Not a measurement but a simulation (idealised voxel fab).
process module | voxel released beams
cross-section cut | 245 nm wide | cells 5 nm
A cross-section is a grid of square cells, given in bands from the top down. A band is one or more rows of cells.
Each band's line starts with the height of the band's top and of its bottom, in nm. Then come its materials from left to right, each with its width in nm. One material with "throughout" fills the band from edge to edge. "air" is empty space.
Height 0 is the level under which the wafer as received is all one material. The lowest band goes on downwards, as in "0 down".
A width such as "30 to 40" changes by the same amount from each row of cells to the next, from the band's top row to its bottom row.
"no change" after a step means that no cell of the cross-section changed.
closed voids: empty space of 8 cells or more with no open way to the top, each as width x height at its distance from the left edge, in nm
after a step's settings: what the simulator itself notes on the step
overlay nm, on a step with a mask: how far to the right of its planned place the mask lay; to the left if negative
plan
1 op RECEIVE | material Si
2 op CONFORMAL_DEP | material SiN | thk nm 5
3 op DIRECTIONAL_DEP | material SiO2 | thk nm 20
4 op MASKED_ETCH | tone open | mask id ANCHOR | width nm 25 | etch materials SiO2 | depth nm 20 | overlay nm 0
5 op CONFORMAL_DEP | material TiN | thk nm 10
6 op DIRECTIONAL_DEP | material aC | thk nm 15
7 op PATTERN | tone cover | mask id BEAM | material resist | width nm 100 | thk nm 30 | overlay nm 0
8 op DIRECTIONAL_ETCH | etch materials aC | depth nm 15
9 op STRIP | etch materials resist
10 op DIRECTIONAL_ETCH | etch materials TiN | depth nm 10
11 op STRIP | etch materials aC
12 op STRIP | etch materials SiO2
as received, after step 1
  0 down: Si throughout
  closed voids: none
a wafer at the end: this start, this plan, one mistake
  15 to 5: air 70 | TiN 100 | air 75
  5 to 0: SiN throughout
  0 down: Si throughout
  closed voids: none
what went wrong: step 3 was left out
